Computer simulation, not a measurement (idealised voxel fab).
process module | voxel self aligned contacts
cross-section cut | 150 nm wide | cells 5 nm
A cross-section is a grid of square cells, given in bands from the top down. A band is one or more rows of cells.
Each band's line starts with the height of the band's top and of its bottom, in nm. Then come its materials from left to right, each with its width in nm. One material with "throughout" fills the band from edge to edge. "air" is empty space.
Height 0 is the level under which the wafer as received is all one material. The lowest band goes on downwards, as in "0 down".
A width such as "30 to 40" changes by the same amount from each row of cells to the next, from the band's top row to its bottom row.
"no change" after a step means that no cell of the cross-section changed.
closed voids: empty space of 8 cells or more with no open way to the top, each as width x height at its distance from the left edge, in nm
after a step's settings: what the simulator itself notes on the step
overlay nm, on a step with a mask: how far to the right of its planned place the mask lay; to the left if negative
Each pair below shows a cross-section before one step and the cross-section after it, down to the lowest band that changed. The line under each pair gives the step between them, with its settings. The pairs can come from different runs of this module on the same starting wafer, so a pair continues from the pair above only where its "before" says so.
before
  80 to 65: aC 50 | air 40 | aC 60
  65 to 55: SiO2 throughout
  55 to 35: SiO2 25 | SiN 40 | SiO2 20 | SiN 40 | SiO2 25
  35 to 5: SiO2 25 | SiN 5 | polySi 30 | SiN 5 | SiO2 20 | SiN 5 | polySi 30 | SiN 5 | SiO2 25
  5 to 0: SiO2 throughout
  0 down: Si throughout
  closed voids: none
after
  80 to 65: aC 50 | air 40 | aC 60
  65 to 55: SiO2 50 | air 40 | SiO2 60
  55 to 35: SiO2 25 | SiN 40 | air 20 | SiN 40 | SiO2 25
  35 to 5: SiO2 25 | SiN 5 | polySi 30 | SiN 5 | air 20 | SiN 5 | polySi 30 | SiN 5 | SiO2 25
  5 to 0: SiO2 65 | air 20 | SiO2 65
  below 0: unchanged
  closed voids: none
the step between: op DIRECTIONAL_ETCH | etch materials SiO2 | depth nm 65
before: the cross-section after the pair above
after
  65 to 55: SiO2 50 | air 40 | SiO2 60
  below 55: unchanged
  closed voids: none
the step between: op STRIP | etch materials aC
before: the cross-section after the pair above
after
  70 to 65: TiN 55 | air 30 | TiN 65
  65 to 55: SiO2 50 | TiN 5 to 20 | air 30 to 10 | TiN 5 to 10 | SiO2 60
  55 to 35: SiO2 25 | SiN 40 | TiN 5 | air 10 | TiN 5 | SiN 40 | SiO2 25
  35 to 5: SiO2 25 | SiN 5 | polySi 30 | SiN 5 | TiN 5 | air 10 | TiN 5 | SiN 5 | polySi 30 | SiN 5 | SiO2 25
  5 to 0: SiO2 65 | TiN 20 | SiO2 65
  below 0: unchanged
  closed voids: none
the step between: op CONFORMAL_DEP | material TiN | thk nm 5
before: the cross-section after the pair above
after
  75 to 70: W throughout
  70 to 65: TiN 55 | W 30 | TiN 65
  65 to 55: SiO2 50 | TiN 5 to 20 | W 30 to 10 | TiN 5 to 10 | SiO2 60
  55 to 35: SiO2 25 | SiN 40 | TiN 5 | W 10 | TiN 5 | SiN 40 | SiO2 25
  35 to 5: SiO2 25 | SiN 5 | polySi 30 | SiN 5 | TiN 5 | W 10 | TiN 5 | SiN 5 | polySi 30 | SiN 5 | SiO2 25
  below 5: unchanged
  closed voids: none
the step between: op FILL_DEP | material W | thk nm 5
before: the cross-section after the pair above
after
  65 to 55: SiO2 50 | TiN 5 to 20 | W 30 to 10 | TiN 5 to 10 | SiO2 60
  below 55: unchanged
  closed voids: none
the step between: op CMP | height nm 65
before: the cross-section after the pair above
after
  70 to 65: SiN throughout
  below 65: unchanged
  closed voids: none
the step between: op CONFORMAL_DEP | material SiN | thk nm 5
before
  55 to 35: air 25 | SiN 40 | air 20 | SiN 40 | air 25
  35 to 5: air 25 | SiN 5 | polySi 30 | SiN 5 | air 20 | SiN 5 | polySi 30 | SiN 5 | air 25
  5 to 0: SiO2 throughout
  0 down: Si throughout
  closed voids: none
after
  75 to 55: TiN throughout
  55 to 35: TiN 25 | SiN 40 | TiN 20 | SiN 40 | TiN 25
  35 to 5: TiN 25 | SiN 5 | polySi 30 | SiN 5 | TiN 20 | SiN 5 | polySi 30 | SiN 5 | TiN 25
  below 5: unchanged
  closed voids: none
the step between: op FILL_DEP | material TiN | thk nm 20
before: the cross-section after the pair above
after
  65 to 55: TiN throughout
  below 55: unchanged
  closed voids: none
the step between: op CMP | height nm 65
before: the cross-section after the pair above
after
  80 to 65: aC throughout
  below 65: unchanged
  closed voids: none
the step between: op DIRECTIONAL_DEP | material aC | thk nm 15
before: the cross-section after the pair above
after
  110 to 80: resist 55 | air 40 | resist 55
  below 80: unchanged
  closed voids: none
the step between: op PATTERN | tone open | mask id CONTACT | material resist | width nm 40 | thk nm 30 | overlay nm 0
before: the cross-section after the pair above
after
  95 to 80: resist 55 | air 40 | resist 55
  80 to 65: aC 55 | air 40 | aC 55
  below 65: unchanged
  closed voids: none
the step between: op DIRECTIONAL_ETCH | etch materials aC | depth nm 15
before: the cross-section after the pair above
after
  80 to 65: aC 55 | air 40 | aC 55
  below 65: unchanged
  closed voids: none
the step between: op STRIP | etch materials resist
before: the cross-section after the pair above
after
  65 to 55: TiN throughout
  below 55: unchanged
  closed voids: none
the step between: op STRIP | etch materials aC
before: the cross-section after the pair above
after
  70 to 55: TiN throughout
  below 55: unchanged
  closed voids: none
the step between: op CONFORMAL_DEP | material TiN | thk nm 5
before: the cross-section after the pair above
after
  75 to 70: W throughout
  below 70: unchanged
  closed voids: none
the step between: op FILL_DEP | material W | thk nm 5
before: the cross-section after the pair above
after
  65 to 55: TiN throughout
  below 55: unchanged
  closed voids: none
the step between: op CMP | height nm 65
before: the cross-section after the pair above
after
  70 to 65: SiN throughout
  below 65: unchanged
  closed voids: none
the step between: op CONFORMAL_DEP | material SiN | thk nm 5
before
  55 to 35: SiN throughout
  35 to 5: polySi throughout
  5 to 0: SiO2 throughout
  0 down: Si throughout
  closed voids: none
after
  55 to 35: SiN 30 | air 30 | SiN 30 | air 30 | SiN 30
  below 35: unchanged
  closed voids: none
the step between: op MASKED_ETCH | tone open | mask id GATE | width nm 30 | pitch nm 60 | etch materials SiN | depth nm 20 | overlay nm 0
before: the cross-section after the pair above
after
  60 to 40: SiN 35 | air 20 | SiN 40 | air 20 | SiN 35
  40 to 35: SiN throughout
  below 35: unchanged
  closed voids: none
the step between: op CONFORMAL_DEP | material SiN | thk nm 5
before: the cross-section after the pair above
after
  55 to 35: SiN 35 | air 20 | SiN 40 | air 20 | SiN 35
  below 35: unchanged
  closed voids: none
the step between: op DIRECTIONAL_ETCH | etch materials SiN | depth nm 5
before: the cross-section after the pair above
after
  75 to 55: SiO2 throughout
  55 to 35: SiN 35 | SiO2 20 | SiN 40 | SiO2 20 | SiN 35
  below 35: unchanged
  closed voids: none
the step between: op FILL_DEP | material SiO2 | thk nm 20
before: the cross-section after the pair above
after
  65 to 55: SiO2 throughout
  below 55: unchanged
  closed voids: none
the step between: op CMP | height nm 65
before: the cross-section after the pair above
after
  80 to 65: aC throughout
  below 65: unchanged
  closed voids: none
the step between: op DIRECTIONAL_DEP | material aC | thk nm 15
before: the cross-section after the pair above
after
  110 to 80: resist 55 | air 40 | resist 55
  below 80: unchanged
  closed voids: none
the step between: op PATTERN | tone open | mask id CONTACT | material resist | width nm 40 | thk nm 30 | overlay nm 0
before: the cross-section after the pair above
after
  95 to 80: resist 55 | air 40 | resist 55
  80 to 65: aC 55 | air 40 | aC 55
  below 65: unchanged
  closed voids: none
the step between: op DIRECTIONAL_ETCH | etch materials aC | depth nm 15
before: the cross-section after the pair above
after
  80 to 65: aC 55 | air 40 | aC 55
  below 65: unchanged
  closed voids: none
the step between: op STRIP | etch materials resist
before: the cross-section after the pair above
after
  80 to 65: aC 55 | air 40 | aC 55
  65 to 55: SiO2 55 | air 40 | SiO2 55
  below 55: unchanged
  closed voids: none
the step between: op DIRECTIONAL_ETCH | etch materials SiO2 | depth nm 65
before: the cross-section after the pair above
after
  65 to 55: SiO2 55 | air 40 | SiO2 55
  below 55: unchanged
  closed voids: none
the step between: op STRIP | etch materials aC
before: the cross-section after the pair above
after
  70 to 65: TiN 60 | air 30 | TiN 60
  65 to 60: SiO2 55 | TiN 5 | air 30 | TiN 5 | SiO2 55
  60 to 55: SiO2 55 | TiN 40 | SiO2 55
  below 55: unchanged
  closed voids: none
the step between: op CONFORMAL_DEP | material TiN | thk nm 5
before: the cross-section after the pair above
after
  75 to 70: W throughout
  70 to 65: TiN 60 | W 30 | TiN 60
  65 to 60: SiO2 55 | TiN 5 | W 30 | TiN 5 | SiO2 55
  below 60: unchanged
  closed voids: none
the step between: op FILL_DEP | material W | thk nm 5
before: the cross-section after the pair above
after
  65 to 60: SiO2 55 | TiN 5 | W 30 | TiN 5 | SiO2 55
  below 60: unchanged
  closed voids: none
the step between: op CMP | height nm 65
before: the cross-section after the pair above
after
  70 to 65: SiN throughout
  below 65: unchanged
  closed voids: none
the step between: op CONFORMAL_DEP | material SiN | thk nm 5
